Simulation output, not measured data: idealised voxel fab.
Name of the process module below: voxel gate over fins
Shown is cross-section cut, with a width of 240 nm and square cells of size 5 nm.
Cross-section format: a grid of square cells, given as bands from top to bottom; each band is one or more rows of cells. Read a band's entry like this: the first values are the height of its top and the height of its bottom in nm, and what follows is the sequence of materials from left to right, each with its width in nm. Note that "air" is empty space, and that a single material marked "throughout" reaches across the band from edge to edge. Heights are expressed relative to 0, this being the level below which the as-received wafer comprises one material exclusively. The lowest band is unbounded in the downward direction and is denoted as in "0 -> down". A width given as "30 to 40" starts at the first number in the band's top row and ends at the second number in its bottom row, shifting by an equal amount at every step from row to row. "no change" means the step left every cell of the cross-section as it was. Reported under the label "Entrapped voids" are the empty spaces having no open way to the top and comprising 8 cells or more; the notation for each is width x height at distance, in which the distance is measured from the left edge and all three values are in nm. Past the settings on a step's line: simulator remark, on that step. overlay nm: right-of-plan distance of the mask on a masked step; negative values mean left-of-plan.
### Steps in the process plan
step 1: RECEIVE [material Si]
step 2: CONFORMAL_DEP [material SiN] [thk nm 5]
step 3: PATTERN [tone cover] [mask id FINS] [material resist] [width nm 15] [pitch nm 60] [thk nm 20] [overlay nm 0]
step 4: DIRECTIONAL_ETCH [etch materials SiN] [depth nm 5]
step 5: DIRECTIONAL_ETCH [etch materials Si] [depth nm 40]
step 6: STRIP [etch materials resist]
step 7: FILL_DEP [material SiO2] [thk nm 10]
step 8: CMP [height nm 5]
step 9: MASKED_ETCH [tone open] [mask id RAIL] [width nm 15] [etch materials SiO2] [depth nm 40] [overlay nm -15]
step 10: CONFORMAL_DEP [material TiN] [thk nm 5]
step 11: FILL_DEP [material W] [thk nm 10]
step 12: CMP [height nm 5]
step 13: SELECTIVE_ETCH [etch materials W Ru TiN] [depth nm 30]
step 14: FILL_DEP [material SiO2] [thk nm 5]
step 15: CMP [height nm 5]
step 16: SELECTIVE_ETCH [etch materials SiO2] [depth nm 20]
step 17: STRIP [etch materials SiN]
step 18: CONFORMAL_DEP [material HfO2] [thk nm 5]
step 19: CONFORMAL_DEP [material TiN] [thk nm 5]
step 20: FILL_DEP [material W] [thk nm 10]
step 21: CMP [height nm 15]
step 22: CONFORMAL_DEP [material SiN] [thk nm 10]
Keep in mind the plan's value for the overlay nm of step 9 comes from the first wafer; the wafers don't share that setting, but they do share the same starting point.
### The as-received cross-section of the first of several wafers corresponds to the state after step 1
  0 -> down = Si throughout
  Entrapped voids: none
### Wafer cross-section (first of several) - module end, post step 22 (last step)
  25 -> 15 = SiN throughout
  15 -> 10 = W throughout
  10 -> 5 = W (10) | TiN (35) | W (25) | TiN (35) | W (25) | TiN (35) | W (25) | TiN (35) | W (15)
  5 -> 0 = W (10) | TiN (5) | HfO2 (25) | TiN (5) | W (25) | TiN (5) | HfO2 (25) | TiN (5) | W (25) | TiN (5) | HfO2 (25) | TiN (5) | W (25) | TiN (5) | HfO2 (25) | TiN (5) | W (15)
  0 -> -5 = W (10) | TiN (5) | HfO2 (5) | Si (15) | HfO2 (5) | TiN (5) | W (25) | TiN (5) | HfO2 (5) | Si (15) | HfO2 (5) | TiN (5) | W (25) | TiN (5) | HfO2 (5) | Si (15) | HfO2 (5) | TiN (5) | W (25) | TiN (5) | HfO2 (5) | Si (15) | HfO2 (5) | TiN (5) | W (15)
  -5 -> -10 = TiN (15) | HfO2 (5) | Si (15) | HfO2 (5) | TiN (35) | HfO2 (5) | Si (15) | HfO2 (5) | TiN (35) | HfO2 (5) | Si (15) | HfO2 (5) | TiN (35) | HfO2 (5) | Si (15) | HfO2 (5) | TiN (20)
  -10 -> -15 = HfO2 (20) | Si (15) | HfO2 (45) | Si (15) | HfO2 (45) | Si (15) | HfO2 (45) | Si (15) | HfO2 (25)
  -15 -> -25 = SiO2 (20) | Si (15) | SiO2 (45) | Si (15) | SiO2 (45) | Si (15) | SiO2 (45) | Si (15) | SiO2 (25)
  -25 -> -30 = SiO2 (20) | Si (15) | TiN (5) | W (5) | TiN (5) | SiO2 (30) | Si (15) | SiO2 (45) | Si (15) | SiO2 (45) | Si (15) | SiO2 (25)
  -30 -> -35 = SiO2 (20) | Si (15) | TiN (15) | SiO2 (30) | Si (15) | SiO2 (45) | Si (15) | SiO2 (45) | Si (15) | SiO2 (25)
  -35 -> -40 = SiO2 (20) | Si (15) | SiO2 (45) | Si (15) | SiO2 (45) | Si (15) | SiO2 (45) | Si (15) | SiO2 (25)
  -40 -> down = Si throughout
  Entrapped voids: none
### Final wafer of several, shown in cross-section at the end of the module
  25 -> 15 = SiN throughout
  15 -> 10 = W throughout
  10 -> 5 = W (10) | TiN (35) | W (25) | TiN (35) | W (25) | TiN (35) | W (25) | TiN (35) | W (15)
  5 -> 0 = W (10) | TiN (5) | HfO2 (25) | TiN (5) | W (25) | TiN (5) | HfO2 (25) | TiN (5) | W (25) | TiN (5) | HfO2 (25) | TiN (5) | W (25) | TiN (5) | HfO2 (25) | TiN (5) | W (15)
  0 -> -5 = W (10) | TiN (5) | HfO2 (5) | Si (15) | HfO2 (5) | TiN (5) | W (25) | TiN (5) | HfO2 (5) | Si (15) | HfO2 (5) | TiN (5) | W (25) | TiN (5) | HfO2 (5) | Si (15) | HfO2 (5) | TiN (5) | W (25) | TiN (5) | HfO2 (5) | Si (15) | HfO2 (5) | TiN (5) | W (15)
  -5 -> -10 = TiN (15) | HfO2 (5) | Si (15) | HfO2 (5) | TiN (35) | HfO2 (5) | Si (15) | HfO2 (5) | TiN (35) | HfO2 (5) | Si (15) | HfO2 (5) | TiN (35) | HfO2 (5) | Si (15) | HfO2 (5) | TiN (20)
  -10 -> -15 = HfO2 (20) | Si (15) | HfO2 (45) | Si (15) | HfO2 (45) | Si (15) | HfO2 (45) | Si (15) | HfO2 (25)
  -15 -> -25 = SiO2 (20) | Si (15) | SiO2 (45) | Si (15) | SiO2 (45) | Si (15) | SiO2 (45) | Si (15) | SiO2 (25)
  -25 -> -30 = SiO2 (20) | Si (15) | SiO2 (30) | TiN (5) | W (5) | TiN (5) | Si (15) | SiO2 (45) | Si (15) | SiO2 (45) | Si (15) | SiO2 (25)
  -30 -> -35 = SiO2 (20) | Si (15) | SiO2 (30) | TiN (15) | Si (15) | SiO2 (45) | Si (15) | SiO2 (45) | Si (15) | SiO2 (25)
  -35 -> -40 = SiO2 (20) | Si (15) | SiO2 (45) | Si (15) | SiO2 (45) | Si (15) | SiO2 (45) | Si (15) | SiO2 (25)
  -40 -> down = Si throughout
  Entrapped voids: none
### So in this table every wafer gets its own row, and what you see is where it stands at the end of the module: for each material, how many cells it picked up (+) or gave up (-) since we received it, and after that its closed voids
overlay nm -15 | +72 HfO2 | -288 Si | +96 SiN | +174 SiO2 | +77 TiN | +109 W | Entrapped voids: none
overlay nm -10 | +72 HfO2 | -288 Si | +96 SiN | +174 SiO2 | +77 TiN | +109 W | Entrapped voids: none
overlay nm -5 | +72 HfO2 | -288 Si | +96 SiN | +174 SiO2 | +77 TiN | +109 W | Entrapped voids: none
overlay nm 0 | +72 HfO2 | -288 Si | +96 SiN | +174 SiO2 | +77 TiN | +109 W | Entrapped voids: none
overlay nm 5 | +72 HfO2 | -288 Si | +96 SiN | +174 SiO2 | +77 TiN | +109 W | Entrapped voids: none
overlay nm 10 | +72 HfO2 | -288 Si | +96 SiN | +174 SiO2 | +77 TiN | +109 W | Entrapped voids: none
overlay nm 15 | +72 HfO2 | -288 Si | +96 SiN | +174 SiO2 | +77 TiN | +109 W | Entrapped voids: none
